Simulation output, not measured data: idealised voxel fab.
process module | voxel transistor to metal
cross-section cut | 140 nm wide | cells 5 nm
A cross-section is a grid of square cells, given in bands from the top down. A band is one or more rows of cells.
Each band's line starts with the height of the band's top and of its bottom, in nm. Then come its materials from left to right, each with its width in nm. One material with "throughout" fills the band from edge to edge. "air" is empty space.
Height 0 is the level under which the wafer as received is all one material. The lowest band goes on downwards, as in "0 down".
A width such as "30 to 40" changes by the same amount from each row of cells to the next, from the band's top row to its bottom row.
"no change" after a step means that no cell of the cross-section changed.
closed voids: empty space of 8 cells or more with no open way to the top, each as width x height at its distance from the left edge, in nm
after a step's settings: what the simulator itself notes on the step
overlay nm, on a step with a mask: how far to the right of its planned place the mask lay; to the left if negative
plan
1 op RECEIVE | material Si
2 op OXIDIZE | depth nm 5
3 op CONFORMAL_DEP | material SiN | thk nm 15
4 op PATTERN | tone cover | mask id ACTIVE | material resist | width nm 100 | thk nm 15 | overlay nm 0
5 op DIRECTIONAL_ETCH | etch materials SiN | depth nm 15
6 op DIRECTIONAL_ETCH | etch materials SiO2 | depth nm 5
7 op DIRECTIONAL_ETCH | etch materials Si | depth nm 30
8 op STRIP | etch materials resist
9 op OXIDIZE | depth nm 5
10 op FILL_DEP | material SiO2 | thk nm 10
11 op CMP | height nm 15
12 op SELECTIVE_ETCH | etch materials SiO2 | depth nm 5
13 op STRIP | etch materials SiN
14 op SELECTIVE_ETCH | etch materials SiO2 | depth nm 5
15 op OXIDIZE | depth nm 5
16 op DIRECTIONAL_DEP | material polySi | thk nm 20
17 op DIRECTIONAL_DEP | material SiCN | thk nm 15
18 op DIRECTIONAL_DEP | material aC | thk nm 15
19 op PATTERN | tone cover | mask id GATE | material resist | width nm 20 | thk nm 35 | overlay nm 0
20 op DIRECTIONAL_ETCH | etch materials aC | depth nm 15
21 op STRIP | etch materials resist
22 op DIRECTIONAL_ETCH | etch materials SiCN | depth nm 25
23 op DIRECTIONAL_ETCH | etch materials polySi | depth nm 30
24 op STRIP | etch materials aC
25 op CONFORMAL_DEP | material SiN | thk nm 10
26 op DIRECTIONAL_ETCH | etch materials SiN | depth nm 10
27 op DIRECTIONAL_ETCH | etch materials SiO2 | depth nm 5
28 op DIRECTIONAL_ETCH | etch materials Si | depth nm 15
29 op EPI | material nSi | thk nm 15
30 op FILL_DEP | material SiO2 | thk nm 10
31 op CMP | height nm 30
32 op DIRECTIONAL_DEP | material SiO2 | thk nm 10
33 op DIRECTIONAL_DEP | material aC | thk nm 15
34 op PATTERN | tone open | mask id CONTACT | material resist | width nm 25 | pitch nm 55 | thk nm 35 | overlay nm 0
35 op DIRECTIONAL_ETCH | etch materials aC | depth nm 15
36 op STRIP | etch materials resist
37 op DIRECTIONAL_ETCH | etch materials SiO2 | depth nm 50
38 op STRIP | etch materials aC
39 op CONFORMAL_DEP | material TiN | thk nm 5
40 op FILL_DEP | material W | thk nm 10
41 op CMP | height nm 40
42 op CONFORMAL_DEP | material SiN | thk nm 5
43 op DIRECTIONAL_DEP | material SiO2 | thk nm 25
44 op MASKED_ETCH | tone open | mask id METAL_1 | width nm 15 | pitch nm 65 | etch materials SiO2 | depth nm 25 | overlay nm 0
45 op MASKED_ETCH | tone open | mask id METAL_1 | width nm 15 | pitch nm 65 | etch materials SiN | depth nm 5 | overlay nm 0
46 op CONFORMAL_DEP | material TiN | thk nm 5
47 op FILL_DEP | material Ru | thk nm 10
48 op CMP | height nm 70
49 op CONFORMAL_DEP | material SiCN | thk nm 5
50 op DIRECTIONAL_DEP | material lowk | thk nm 25
51 op PATTERN | tone open | mask id METAL_2 | material resist | width nm 15 | pitch nm 65 | thk nm 15 | overlay nm 0
52 op DIRECTIONAL_ETCH | etch materials lowk | depth nm 15
53 op STRIP | etch materials resist
54 op PATTERN | tone open | mask id METAL_2_HOLES | material resist | width nm 15 | pitch nm 65 | thk nm 20 | overlay nm 0
55 op DIRECTIONAL_ETCH | etch materials lowk | depth nm 10
56 op DIRECTIONAL_ETCH | etch materials SiCN | depth nm 5
57 op STRIP | etch materials resist
58 op CONFORMAL_DEP | material TiN | thk nm 5
59 op FILL_DEP | material Cu | thk nm 10
60 op CMP | height nm 100
61 op CONFORMAL_DEP | material SiN | thk nm 5
first wafer, as planned
as received, after step 1
  0 down: Si throughout
  closed voids: none
after step 2
  0 to -5: SiO2 throughout
  below -5: unchanged
after step 3
  15 to 0: SiN throughout
  below 0: unchanged
after step 4
  30 to 15: air 20 | resist 100 | air 20
  below 15: unchanged
after step 5
  30 to 15: air 20 | resist 100 | air 20
  15 to 0: air 20 | SiN 100 | air 20
  below 0: unchanged
after step 6
  30 to 15: air 20 | resist 100 | air 20
  15 to 0: air 20 | SiN 100 | air 20
  0 to -5: air 20 | SiO2 100 | air 20
  below -5: unchanged
after step 7
  30 to 15: air 20 | resist 100 | air 20
  15 to 0: air 20 | SiN 100 | air 20
  0 to -5: air 20 | SiO2 100 | air 20
  -5 to -35: air 20 | Si 100 | air 20
  below -35: unchanged
after step 8
  15 to 0: air 20 | SiN 100 | air 20
  below 0: unchanged
after step 9
  15 to 0: air 20 | SiN 100 | air 20
  0 to -5: air 20 | SiO2 100 | air 20
  -5 to -35: air 20 | SiO2 5 | Si 90 | SiO2 5 | air 20
  -35 to -40: SiO2 25 | Si 90 | SiO2 25
  below -40: unchanged
after step 10
  25 to 15: SiO2 throughout
  15 to 0: SiO2 20 | SiN 100 | SiO2 20
  0 to -5: SiO2 throughout
  -5 to -40: SiO2 25 | Si 90 | SiO2 25
  below -40: unchanged
after step 11
  15 to 0: SiO2 20 | SiN 100 | SiO2 20
  below 0: unchanged
after step 12
  15 to 10: air 20 | SiN 100 | air 20
  below 10: unchanged
after step 13
  10 to 0: SiO2 20 | air 100 | SiO2 20
  below 0: unchanged
after step 14
  5 to -5: SiO2 15 | air 110 | SiO2 15
  below -5: unchanged
after step 15
  5 to -5: SiO2 15 | air 110 | SiO2 15
  -5 to -10: SiO2 throughout
  below -10: unchanged
after step 16
  25 to 15: polySi 15 | air 110 | polySi 15
  15 to 5: polySi throughout
  5 to -5: SiO2 15 | polySi 110 | SiO2 15
  below -5: unchanged
after step 17
  40 to 30: SiCN 15 | air 110 | SiCN 15
  30 to 25: SiCN throughout
  25 to 15: polySi 15 | SiCN 110 | polySi 15
  below 15: unchanged
after step 18
  55 to 45: aC 15 | air 110 | aC 15
  45 to 40: aC throughout
  40 to 30: SiCN 15 | aC 110 | SiCN 15
  below 30: unchanged
after step 19
  90 to 55: air 60 | resist 20 | air 60
  55 to 45: aC 15 | air 45 | resist 20 | air 45 | aC 15
  below 45: unchanged
after step 20
  75 to 45: air 60 | resist 20 | air 60
  45 to 40: air 60 | aC 20 | air 60
  40 to 30: SiCN 15 | air 45 | aC 20 | air 45 | SiCN 15
  below 30: unchanged
after step 21
  45 to 40: air 60 | aC 20 | air 60
  below 40: unchanged
after step 22
  45 to 30: air 60 | aC 20 | air 60
  30 to 25: air 60 | SiCN 20 | air 60
  25 to 15: polySi 15 | air 45 | SiCN 20 | air 45 | polySi 15
  below 15: unchanged
after step 23
  45 to 30: air 60 | aC 20 | air 60
  30 to 15: air 60 | SiCN 20 | air 60
  15 to 5: air 60 | polySi 20 | air 60
  5 to -5: SiO2 15 | air 45 | polySi 20 | air 45 | SiO2 15
  below -5: unchanged
after step 24
  30 to 15: air 60 | SiCN 20 | air 60
  below 15: unchanged
after step 25
  40 to 30: air 50 | SiN 40 | air 50
  30 to 15: air 50 | SiN 10 | SiCN 20 | SiN 10 | air 50
  15 to 5: SiN 25 | air 25 | SiN 10 | polySi 20 | SiN 10 | air 25 | SiN 25
  5 to -5: SiO2 15 | SiN 45 | polySi 20 | SiN 45 | SiO2 15
  below -5: unchanged
after step 26
  30 to 15: air 50 | SiN 10 | SiCN 20 | SiN 10 | air 50
  15 to 5: air 50 | SiN 10 | polySi 20 | SiN 10 | air 50
  5 to -5: SiO2 15 | SiN 10 | air 25 | SiN 10 | polySi 20 | SiN 10 | air 25 | SiN 10 | SiO2 15
  below -5: unchanged
after step 27
  30 to 15: air 50 | SiN 10 | SiCN 20 | SiN 10 | air 50
  15 to 5: air 50 | SiN 10 | polySi 20 | SiN 10 | air 50
  5 to 0: air 15 | SiN 10 | air 25 | SiN 10 | polySi 20 | SiN 10 | air 25 | SiN 10 | air 15
  0 to -5: SiO2 15 | SiN 10 | air 25 | SiN 10 | polySi 20 | SiN 10 | air 25 | SiN 10 | SiO2 15
  -5 to -10: SiO2 25 | air 25 | SiO2 40 | air 25 | SiO2 25
  below -10: unchanged
after step 28
  30 to 15: air 50 | SiN 10 | SiCN 20 | SiN 10 | air 50
  15 to 5: air 50 | SiN 10 | polySi 20 | SiN 10 | air 50
  5 to 0: air 15 | SiN 10 | air 25 | SiN 10 | polySi 20 | SiN 10 | air 25 | SiN 10 | air 15
  0 to -5: SiO2 15 | SiN 10 | air 25 | SiN 10 | polySi 20 | SiN 10 | air 25 | SiN 10 | SiO2 15
  -5 to -10: SiO2 25 | air 25 | SiO2 40 | air 25 | SiO2 25
  -10 to -25: SiO2 25 | air 25 | Si 40 | air 25 | SiO2 25
  below -25: unchanged
after step 29
  30 to 15: air 50 | SiN 10 | SiCN 20 | SiN 10 | air 50
  15 to 5: air 50 | SiN 10 | polySi 20 | SiN 10 | air 50
  5 to 0: air 15 | SiN 10 | air 10 | nSi 15 | SiN 10 | polySi 20 | SiN 10 | nSi 15 | air 10 | SiN 10 | air 15
  0 to -5: SiO2 15 | SiN 10 | air 10 | nSi 15 | SiN 10 | polySi 20 | SiN 10 | nSi 15 | air 10 | SiN 10 | SiO2 15
  -5 to -10: SiO2 25 | air 10 | nSi 15 | SiO2 40 | nSi 15 | air 10 | SiO2 25
  -10 to -25: SiO2 25 | nSi 25 | Si 40 | nSi 25 | SiO2 25
  below -25: unchanged
after step 30
  40 to 30: SiO2 throughout
  30 to 15: SiO2 50 | SiN 10 | SiCN 20 | SiN 10 | SiO2 50
  15 to 5: SiO2 50 | SiN 10 | polySi 20 | SiN 10 | SiO2 50
  5 to -5: SiO2 15 | SiN 10 | SiO2 10 | nSi 15 | SiN 10 | polySi 20 | SiN 10 | nSi 15 | SiO2 10 | SiN 10 | SiO2 15
  -5 to -10: SiO2 35 | nSi 15 | SiO2 40 | nSi 15 | SiO2 35
  below -10: unchanged
after step 31
  30 to 15: SiO2 50 | SiN 10 | SiCN 20 | SiN 10 | SiO2 50
  below 15: unchanged
after step 32
  40 to 30: SiO2 throughout
  below 30: unchanged
after step 33
  55 to 40: aC throughout
  below 40: unchanged
after step 34
  90 to 55: resist 30 | air 25 | resist 30 | air 25 | resist 30
  below 55: unchanged
after step 35
  75 to 55: resist 30 | air 25 | resist 30 | air 25 | resist 30
  55 to 40: aC 30 | air 25 | aC 30 | air 25 | aC 30
  below 40: unchanged
after step 36
  55 to 40: aC 30 | air 25 | aC 30 | air 25 | aC 30
  below 40: unchanged
after step 37
  55 to 40: aC 30 | air 25 | aC 30 | air 25 | aC 30
  40 to 30: SiO2 30 | air 25 | SiO2 30 | air 25 | SiO2 30
  30 to 15: SiO2 30 | air 20 | SiN 10 | SiCN 20 | SiN 10 | air 20 | SiO2 30
  15 to 5: SiO2 30 | air 20 | SiN 10 | polySi 20 | SiN 10 | air 20 | SiO2 30
  5 to -5: SiO2 15 | SiN 10 | SiO2 5 | air 5 | nSi 15 | SiN 10 | polySi 20 | SiN 10 | nSi 15 | air 5 | SiO2 5 | SiN 10 | SiO2 15
  -5 to -10: SiO2 30 | air 5 | nSi 15 | SiO2 40 | nSi 15 | air 5 | SiO2 30
  below -10: unchanged
after step 38
  40 to 30: SiO2 30 | air 25 | SiO2 30 | air 25 | SiO2 30
  below 30: unchanged
after step 39
  45 to 40: TiN 35 | air 15 | TiN 40 | air 15 | TiN 35
  40 to 30: SiO2 30 | TiN 5 | air 15 to 10 | TiN 5 to 10 | SiO2 30 | TiN 5 to 10 | air 15 to 10 | TiN 5 | SiO2 30
  30 to 15: SiO2 30 | TiN 5 | air 10 | TiN 5 | SiN 10 | SiCN 20 | SiN 10 | TiN 5 | air 10 | TiN 5 | SiO2 30
  15 to 10: SiO2 30 | TiN 5 | air 10 | TiN 5 | SiN 10 | polySi 20 | SiN 10 | TiN 5 | air 10 | TiN 5 | SiO2 30
  10 to 5: SiO2 30 | TiN 20 | SiN 10 | polySi 20 | SiN 10 | TiN 20 | SiO2 30
  5 to -5: SiO2 15 | SiN 10 | SiO2 5 | TiN 5 | nSi 15 | SiN 10 | polySi 20 | SiN 10 | nSi 15 | TiN 5 | SiO2 5 | SiN 10 | SiO2 15
  -5 to -10: SiO2 30 | TiN 5 | nSi 15 | SiO2 40 | nSi 15 | TiN 5 | SiO2 30
  below -10: unchanged
after step 40
  55 to 45: W throughout
  45 to 40: TiN 35 | W 15 | TiN 40 | W 15 | TiN 35
  40 to 30: SiO2 30 | TiN 5 | W 15 to 10 | TiN 5 to 10 | SiO2 30 | TiN 5 to 10 | W 15 to 10 | TiN 5 | SiO2 30
  30 to 15: SiO2 30 | TiN 5 | W 10 | TiN 5 | SiN 10 | SiCN 20 | SiN 10 | TiN 5 | W 10 | TiN 5 | SiO2 30
  15 to 10: SiO2 30 | TiN 5 | W 10 | TiN 5 | SiN 10 | polySi 20 | SiN 10 | TiN 5 | W 10 | TiN 5 | SiO2 30
  below 10: unchanged
after step 41
  40 to 30: SiO2 30 | TiN 5 | W 15 to 10 | TiN 5 to 10 | SiO2 30 | TiN 5 to 10 | W 15 to 10 | TiN 5 | SiO2 30
  below 30: unchanged
after step 42
  45 to 40: SiN throughout
  below 40: unchanged
after step 43
  70 to 45: SiO2 throughout
  below 45: unchanged
after step 44
  70 to 45: SiO2 30 | air 15 | SiO2 50 | air 15 | SiO2 30
  below 45: unchanged
after step 45
  70 to 45: SiO2 30 | air 15 | SiO2 50 | air 15 | SiO2 30
  45 to 40: SiN 30 | air 15 | SiN 50 | air 15 | SiN 30
  below 40: unchanged
after step 46
  75 to 70: TiN 35 | air 5 | TiN 60 | air 5 | TiN 35
  70 to 45: SiO2 30 | TiN 5 | air 5 | TiN 5 | SiO2 50 | TiN 5 | air 5 | TiN 5 | SiO2 30
  45 to 40: SiN 30 | TiN 15 | SiN 50 | TiN 15 | SiN 30
  below 40: unchanged
after step 47
  85 to 75: Ru throughout
  75 to 70: TiN 35 | Ru 5 | TiN 60 | Ru 5 | TiN 35
  70 to 45: SiO2 30 | TiN 5 | Ru 5 | TiN 5 | SiO2 50 | TiN 5 | Ru 5 | TiN 5 | SiO2 30
  below 45: unchanged
after step 48
  70 to 45: SiO2 30 | TiN 5 | Ru 5 | TiN 5 | SiO2 50 | TiN 5 | Ru 5 | TiN 5 | SiO2 30
  below 45: unchanged
after step 49
  75 to 70: SiCN throughout
  below 70: unchanged
after step 50
  100 to 75: lowk throughout
  below 75: unchanged
after step 51
  115 to 100: resist 30 | air 15 | resist 50 | air 15 | resist 30
  below 100: unchanged
after step 52
  115 to 100: resist 30 | air 15 | resist 50 | air 15 | resist 30
  100 to 85: lowk 30 | air 15 | lowk 50 | air 15 | lowk 30
  below 85: unchanged
after step 53
  100 to 85: lowk 30 | air 15 | lowk 50 | air 15 | lowk 30
  below 85: unchanged
after step 54
  120 to 100: resist 30 | air 15 | resist 50 | air 15 | resist 30
  below 100: unchanged
after step 55
  120 to 100: resist 30 | air 15 | resist 50 | air 15 | resist 30
  100 to 75: lowk 30 | air 15 | lowk 50 | air 15 | lowk 30
  below 75: unchanged
after step 56
  120 to 100: resist 30 | air 15 | resist 50 | air 15 | resist 30
  100 to 75: lowk 30 | air 15 | lowk 50 | air 15 | lowk 30
  75 to 70: SiCN 30 | air 15 | SiCN 50 | air 15 | SiCN 30
  below 70: unchanged
after step 57
  100 to 75: lowk 30 | air 15 | lowk 50 | air 15 | lowk 30
  below 75: unchanged
after step 58
  105 to 100: TiN 35 | air 5 | TiN 60 | air 5 | TiN 35
  100 to 75: lowk 30 | TiN 5 | air 5 | TiN 5 | lowk 50 | TiN 5 | air 5 | TiN 5 | lowk 30
  75 to 70: SiCN 30 | TiN 15 | SiCN 50 | TiN 15 | SiCN 30
  below 70: unchanged
after step 59
  115 to 105: Cu throughout
  105 to 100: TiN 35 | Cu 5 | TiN 60 | Cu 5 | TiN 35
  100 to 75: lowk 30 | TiN 5 | Cu 5 | TiN 5 | lowk 50 | TiN 5 | Cu 5 | TiN 5 | lowk 30
  below 75: unchanged
after step 60
  100 to 75: lowk 30 | TiN 5 | Cu 5 | TiN 5 | lowk 50 | TiN 5 | Cu 5 | TiN 5 | lowk 30
  below 75: unchanged
after step 61
  105 to 100: SiN throughout
  below 100: unchanged
second wafer: like start, like plan, one mistake. Through step 8 it matches the first wafer
when step 9 should have ended
  15 to 0: air 20 | SiN 100 | air 20
  0 to -5: air 20 | SiO2 100 | air 20
  -5 to -35: air 20 | SiO2 15 | Si 70 | SiO2 15 | air 20
  -35 to -50: SiO2 35 | Si 70 | SiO2 35
  below -50: unchanged
when step 10 should have ended
  25 to 15: SiO2 throughout
  15 to 0: SiO2 20 | SiN 100 | SiO2 20
  0 to -5: SiO2 throughout
  -5 to -50: SiO2 35 | Si 70 | SiO2 35
  below -50: unchanged
when step 11 should have ended
  15 to 0: SiO2 20 | SiN 100 | SiO2 20
  below 0: unchanged
when step 12 should have ended
  15 to 10: air 20 | SiN 100 | air 20
  below 10: unchanged
when step 13 should have ended
  10 to 0: SiO2 20 | air 100 | SiO2 20
  below 0: unchanged
when step 14 should have ended
  5 to -5: SiO2 15 | air 110 | SiO2 15
  below -5: unchanged
when step 15 should have ended
  5 to -5: SiO2 15 | air 110 | SiO2 15
  -5 to -10: SiO2 throughout
  below -10: unchanged
when step 16 should have ended
  25 to 15: polySi 15 | air 110 | polySi 15
  15 to 5: polySi throughout
  5 to -5: SiO2 15 | polySi 110 | SiO2 15
  below -5: unchanged
when step 17 should have ended
  40 to 30: SiCN 15 | air 110 | SiCN 15
  30 to 25: SiCN throughout
  25 to 15: polySi 15 | SiCN 110 | polySi 15
  below 15: unchanged
when step 18 should have ended
  55 to 45: aC 15 | air 110 | aC 15
  45 to 40: aC throughout
  40 to 30: SiCN 15 | aC 110 | SiCN 15
  below 30: unchanged
when step 19 should have ended
  90 to 55: air 60 | resist 20 | air 60
  55 to 45: aC 15 | air 45 | resist 20 | air 45 | aC 15
  below 45: unchanged
when step 20 should have ended
  75 to 45: air 60 | resist 20 | air 60
  45 to 40: air 60 | aC 20 | air 60
  40 to 30: SiCN 15 | air 45 | aC 20 | air 45 | SiCN 15
  below 30: unchanged
when step 21 should have ended
  45 to 40: air 60 | aC 20 | air 60
  below 40: unchanged
when step 22 should have ended
  45 to 30: air 60 | aC 20 | air 60
  30 to 25: air 60 | SiCN 20 | air 60
  25 to 15: polySi 15 | air 45 | SiCN 20 | air 45 | polySi 15
  below 15: unchanged
when step 23 should have ended
  45 to 30: air 60 | aC 20 | air 60
  30 to 15: air 60 | SiCN 20 | air 60
  15 to 5: air 60 | polySi 20 | air 60
  5 to -5: SiO2 15 | air 45 | polySi 20 | air 45 | SiO2 15
  below -5: unchanged
when step 24 should have ended
  30 to 15: air 60 | SiCN 20 | air 60
  below 15: unchanged
when step 25 should have ended
  40 to 30: air 50 | SiN 40 | air 50
  30 to 15: air 50 | SiN 10 | SiCN 20 | SiN 10 | air 50
  15 to 5: SiN 25 | air 25 | SiN 10 | polySi 20 | SiN 10 | air 25 | SiN 25
  5 to -5: SiO2 15 | SiN 45 | polySi 20 | SiN 45 | SiO2 15
  below -5: unchanged
when step 26 should have ended
  30 to 15: air 50 | SiN 10 | SiCN 20 | SiN 10 | air 50
  15 to 5: air 50 | SiN 10 | polySi 20 | SiN 10 | air 50
  5 to -5: SiO2 15 | SiN 10 | air 25 | SiN 10 | polySi 20 | SiN 10 | air 25 | SiN 10 | SiO2 15
  below -5: unchanged
when step 27 should have ended
  30 to 15: air 50 | SiN 10 | SiCN 20 | SiN 10 | air 50
  15 to 5: air 50 | SiN 10 | polySi 20 | SiN 10 | air 50
  5 to 0: air 15 | SiN 10 | air 25 | SiN 10 | polySi 20 | SiN 10 | air 25 | SiN 10 | air 15
  0 to -5: SiO2 15 | SiN 10 | air 25 | SiN 10 | polySi 20 | SiN 10 | air 25 | SiN 10 | SiO2 15
  -5 to -10: SiO2 25 | air 25 | SiO2 40 | air 25 | SiO2 25
  below -10: unchanged
when step 28 should have ended
  30 to 15: air 50 | SiN 10 | SiCN 20 | SiN 10 | air 50
  15 to 5: air 50 | SiN 10 | polySi 20 | SiN 10 | air 50
  5 to 0: air 15 | SiN 10 | air 25 | SiN 10 | polySi 20 | SiN 10 | air 25 | SiN 10 | air 15
  0 to -5: SiO2 15 | SiN 10 | air 25 | SiN 10 | polySi 20 | SiN 10 | air 25 | SiN 10 | SiO2 15
  -5 to -10: SiO2 25 | air 25 | SiO2 40 | air 25 | SiO2 25
  -10 to -25: SiO2 35 | air 15 | Si 40 | air 15 | SiO2 35
  below -25: unchanged
when step 29 should have ended
  30 to 15: air 50 | SiN 10 | SiCN 20 | SiN 10 | air 50
  15 to 5: air 50 | SiN 10 | polySi 20 | SiN 10 | air 50
  5 to 0: air 15 | SiN 10 | air 10 | nSi 15 | SiN 10 | polySi 20 | SiN 10 | nSi 15 | air 10 | SiN 10 | air 15
  0 to -5: SiO2 15 | SiN 10 | air 10 | nSi 15 | SiN 10 | polySi 20 | SiN 10 | nSi 15 | air 10 | SiN 10 | SiO2 15
  -5 to -10: SiO2 25 | air 10 | nSi 15 | SiO2 40 | nSi 15 | air 10 | SiO2 25
  -10 to -25: SiO2 35 | nSi 15 | Si 40 | nSi 15 | SiO2 35
  below -25: unchanged
when step 30 should have ended
  40 to 30: SiO2 throughout
  30 to 15: SiO2 50 | SiN 10 | SiCN 20 | SiN 10 | SiO2 50
  15 to 5: SiO2 50 | SiN 10 | polySi 20 | SiN 10 | SiO2 50
  5 to -5: SiO2 15 | SiN 10 | SiO2 10 | nSi 15 | SiN 10 | polySi 20 | SiN 10 | nSi 15 | SiO2 10 | SiN 10 | SiO2 15
  -5 to -10: SiO2 35 | nSi 15 | SiO2 40 | nSi 15 | SiO2 35
  below -10: unchanged
when step 31 should have ended
  30 to 15: SiO2 50 | SiN 10 | SiCN 20 | SiN 10 | SiO2 50
  below 15: unchanged
when step 32 should have ended
  40 to 30: SiO2 throughout
  below 30: unchanged
when step 33 should have ended
  55 to 40: aC throughout
  below 40: unchanged
when step 34 should have ended
  90 to 55: resist 30 | air 25 | resist 30 | air 25 | resist 30
  below 55: unchanged
when step 35 should have ended
  75 to 55: resist 30 | air 25 | resist 30 | air 25 | resist 30
  55 to 40: aC 30 | air 25 | aC 30 | air 25 | aC 30
  below 40: unchanged
when step 36 should have ended
  55 to 40: aC 30 | air 25 | aC 30 | air 25 | aC 30
  below 40: unchanged
when step 37 should have ended
  55 to 40: aC 30 | air 25 | aC 30 | air 25 | aC 30
  40 to 30: SiO2 30 | air 25 | SiO2 30 | air 25 | SiO2 30
  30 to 15: SiO2 30 | air 20 | SiN 10 | SiCN 20 | SiN 10 | air 20 | SiO2 30
  15 to 5: SiO2 30 | air 20 | SiN 10 | polySi 20 | SiN 10 | air 20 | SiO2 30
  5 to -5: SiO2 15 | SiN 10 | SiO2 5 | air 5 | nSi 15 | SiN 10 | polySi 20 | SiN 10 | nSi 15 | air 5 | SiO2 5 | SiN 10 | SiO2 15
  -5 to -10: SiO2 30 | air 5 | nSi 15 | SiO2 40 | nSi 15 | air 5 | SiO2 30
  below -10: unchanged
when step 38 should have ended
  40 to 30: SiO2 30 | air 25 | SiO2 30 | air 25 | SiO2 30
  below 30: unchanged
when step 39 should have ended
  45 to 40: TiN 35 | air 15 | TiN 40 | air 15 | TiN 35
  40 to 30: SiO2 30 | TiN 5 | air 15 to 10 | TiN 5 to 10 | SiO2 30 | TiN 5 to 10 | air 15 to 10 | TiN 5 | SiO2 30
  30 to 15: SiO2 30 | TiN 5 | air 10 | TiN 5 | SiN 10 | SiCN 20 | SiN 10 | TiN 5 | air 10 | TiN 5 | SiO2 30
  15 to 10: SiO2 30 | TiN 5 | air 10 | TiN 5 | SiN 10 | polySi 20 | SiN 10 | TiN 5 | air 10 | TiN 5 | SiO2 30
  10 to 5: SiO2 30 | TiN 20 | SiN 10 | polySi 20 | SiN 10 | TiN 20 | SiO2 30
  5 to -5: SiO2 15 | SiN 10 | SiO2 5 | TiN 5 | nSi 15 | SiN 10 | polySi 20 | SiN 10 | nSi 15 | TiN 5 | SiO2 5 | SiN 10 | SiO2 15
  -5 to -10: SiO2 30 | TiN 5 | nSi 15 | SiO2 40 | nSi 15 | TiN 5 | SiO2 30
  below -10: unchanged
when step 40 should have ended
  55 to 45: W throughout
  45 to 40: TiN 35 | W 15 | TiN 40 | W 15 | TiN 35
  40 to 30: SiO2 30 | TiN 5 | W 15 to 10 | TiN 5 to 10 | SiO2 30 | TiN 5 to 10 | W 15 to 10 | TiN 5 | SiO2 30
  30 to 15: SiO2 30 | TiN 5 | W 10 | TiN 5 | SiN 10 | SiCN 20 | SiN 10 | TiN 5 | W 10 | TiN 5 | SiO2 30
  15 to 10: SiO2 30 | TiN 5 | W 10 | TiN 5 | SiN 10 | polySi 20 | SiN 10 | TiN 5 | W 10 | TiN 5 | SiO2 30
  below 10: unchanged
when step 41 should have ended
  40 to 30: SiO2 30 | TiN 5 | W 15 to 10 | TiN 5 to 10 | SiO2 30 | TiN 5 to 10 | W 15 to 10 | TiN 5 | SiO2 30
  below 30: unchanged
when step 42 should have ended
  45 to 40: SiN throughout
  below 40: unchanged
when step 43 should have ended
  70 to 45: SiO2 throughout
  below 45: unchanged
when step 44 should have ended
  70 to 45: SiO2 30 | air 15 | SiO2 50 | air 15 | SiO2 30
  below 45: unchanged
when step 45 should have ended
  70 to 45: SiO2 30 | air 15 | SiO2 50 | air 15 | SiO2 30
  45 to 40: SiN 30 | air 15 | SiN 50 | air 15 | SiN 30
  below 40: unchanged
when step 46 should have ended
  75 to 70: TiN 35 | air 5 | TiN 60 | air 5 | TiN 35
  70 to 45: SiO2 30 | TiN 5 | air 5 | TiN 5 | SiO2 50 | TiN 5 | air 5 | TiN 5 | SiO2 30
  45 to 40: SiN 30 | TiN 15 | SiN 50 | TiN 15 | SiN 30
  below 40: unchanged
when step 47 should have ended
  85 to 75: Ru throughout
  75 to 70: TiN 35 | Ru 5 | TiN 60 | Ru 5 | TiN 35
  70 to 45: SiO2 30 | TiN 5 | Ru 5 | TiN 5 | SiO2 50 | TiN 5 | Ru 5 | TiN 5 | SiO2 30
  below 45: unchanged
when step 48 should have ended
  70 to 45: SiO2 30 | TiN 5 | Ru 5 | TiN 5 | SiO2 50 | TiN 5 | Ru 5 | TiN 5 | SiO2 30
  below 45: unchanged
when step 49 should have ended
  75 to 70: SiCN throughout
  below 70: unchanged
when step 50 should have ended
  100 to 75: lowk throughout
  below 75: unchanged
when step 51 should have ended
  115 to 100: resist 30 | air 15 | resist 50 | air 15 | resist 30
  below 100: unchanged
when step 52 should have ended
  115 to 100: resist 30 | air 15 | resist 50 | air 15 | resist 30
  100 to 85: lowk 30 | air 15 | lowk 50 | air 15 | lowk 30
  below 85: unchanged
when step 53 should have ended
  100 to 85: lowk 30 | air 15 | lowk 50 | air 15 | lowk 30
  below 85: unchanged
when step 54 should have ended
  120 to 100: resist 30 | air 15 | resist 50 | air 15 | resist 30
  below 100: unchanged
when step 55 should have ended
  120 to 100: resist 30 | air 15 | resist 50 | air 15 | resist 30
  100 to 75: lowk 30 | air 15 | lowk 50 | air 15 | lowk 30
  below 75: unchanged
when step 56 should have ended
  120 to 100: resist 30 | air 15 | resist 50 | air 15 | resist 30
  100 to 75: lowk 30 | air 15 | lowk 50 | air 15 | lowk 30
  75 to 70: SiCN 30 | air 15 | SiCN 50 | air 15 | SiCN 30
  below 70: unchanged
when step 57 should have ended
  100 to 75: lowk 30 | air 15 | lowk 50 | air 15 | lowk 30
  below 75: unchanged
when step 58 should have ended
  105 to 100: TiN 35 | air 5 | TiN 60 | air 5 | TiN 35
  100 to 75: lowk 30 | TiN 5 | air 5 | TiN 5 | lowk 50 | TiN 5 | air 5 | TiN 5 | lowk 30
  75 to 70: SiCN 30 | TiN 15 | SiCN 50 | TiN 15 | SiCN 30
  below 70: unchanged
when step 59 should have ended
  115 to 105: Cu throughout
  105 to 100: TiN 35 | Cu 5 | TiN 60 | Cu 5 | TiN 35
  100 to 75: lowk 30 | TiN 5 | Cu 5 | TiN 5 | lowk 50 | TiN 5 | Cu 5 | TiN 5 | lowk 30
  below 75: unchanged
when step 60 should have ended
  100 to 75: lowk 30 | TiN 5 | Cu 5 | TiN 5 | lowk 50 | TiN 5 | Cu 5 | TiN 5 | lowk 30
  below 75: unchanged
when step 61 should have ended
  105 to 100: SiN throughout
  below 100: unchanged
what went wrong: step 9 ran as: op OXIDIZE | depth nm 15
at the end the second wafer has, in cells: 40 fewer of Si | 52 more of SiO2 | 12 fewer of nSi
